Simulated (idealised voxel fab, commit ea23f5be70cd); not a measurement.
Presented below is a process module, voxel quadruple lines.
Section cut is 245 nm wide and gridded with 5 nm square cells.
Bands, listed from the top down, are how a cross-section gets written in this document; the cross-section itself is a grid of square cells, and a band is one or more rows of them.
Quick guide to a band line: top height, bottom height (nm) up front; then every material left to right with its width in nm. Only one material and it's marked "everywhere"? Then it fills the band edge to edge. And "air" just means empty space.
For the purposes of this specification, 0 denotes the height below which the wafer in its as-received condition is composed wholly of one material, and the lowermost band, lacking a lower limit, extends downward without end, as expressed in "0..down".
The two numbers in a width such as "30 to 40" mark its ends across the band: the first belongs to the top row of cells, the second to the bottom row, and from each row to the next the width moves by the same amount.
The cross-section has no changed cell in any step marked "all unchanged".
Look at "Closed void register" for the closed voids: empty spaces with no open path to the top, sized 8 cells or up. Each is width x height at distance, distance from the left edge, all nm.
The remark found on a step's line after its settings is issued by the simulator itself and pertains to that step.
overlay nm: on a step with a mask, how far right of its planned place the mask lay; negative means left.

[plan]
step 1: RECEIVE, material Si
step 2: CONFORMAL_DEP, material Al2O3, thk nm 5
step 3: DIRECTIONAL_DEP, material W, thk nm 10
step 4: DIRECTIONAL_DEP, material polySi, thk nm 20
step 5: DIRECTIONAL_DEP, material aC, thk nm 20
step 6: PATTERN, tone cover, mask id MANDREL, material resist, width nm 35, pitch nm 100, thk nm 25, overlay nm 0
step 7: DIRECTIONAL_ETCH, etch materials aC, depth nm 20
step 8: STRIP, etch materials resist
step 9: CONFORMAL_DEP, material SiO2, thk nm 15
step 10: DIRECTIONAL_ETCH, etch materials SiO2, depth nm 15
step 11: STRIP, etch materials aC
step 12: DIRECTIONAL_ETCH, etch materials polySi, depth nm 20
step 13: STRIP, etch materials SiO2
step 14: CONFORMAL_DEP, material SiN, thk nm 10
step 15: DIRECTIONAL_ETCH, etch materials SiN, depth nm 10
step 16: STRIP, etch materials polySi
step 17: DIRECTIONAL_ETCH, etch materials W, depth nm 10
step 18: STRIP, etch materials SiN

[Here's what the wafer looked like in cross-section when it arrived - that's after step 1]
0..down = Si everywhere
Closed void register: none

[The first of two wafers, cross-sectioned at the end of the module, with the run proceeding as planned]
15..5 = air: 30 | W: 10 | air: 15 | W: 10 | air: 15 | W: 10 | air: 15 | W: 10 | air: 15 | W: 10 | air: 15 | W: 10 | air: 15 | W: 10 | air: 15 | W: 10 | air: 30
5..0 = Al2O3 everywhere
0..down = Si everywhere
Closed void register: none

[Cross-sectional image of the second wafer of the two following completion of the module. Starting state and process plan were the same as for the first wafer; one execution error occurred]
15..5 = air: 30 | W: 10 | air: 15 | W: 10 | air: 15 | W: 10 | air: 15 | W: 10 | air: 15 | W: 10 | air: 15 | W: 10 | air: 15 | W: 10 | air: 15 | W: 10 | air: 30
5..0 = polySi everywhere
0..down = Si everywhere
Closed void register: none
Where did the run depart from the plan? so step 2 ended up running with a different setting than we planned, it ran as CONFORMAL_DEP, material polySi, thk nm 5
Cell-count delta at end, second wafer over first, by material: Al2O3 -49 | polySi +49
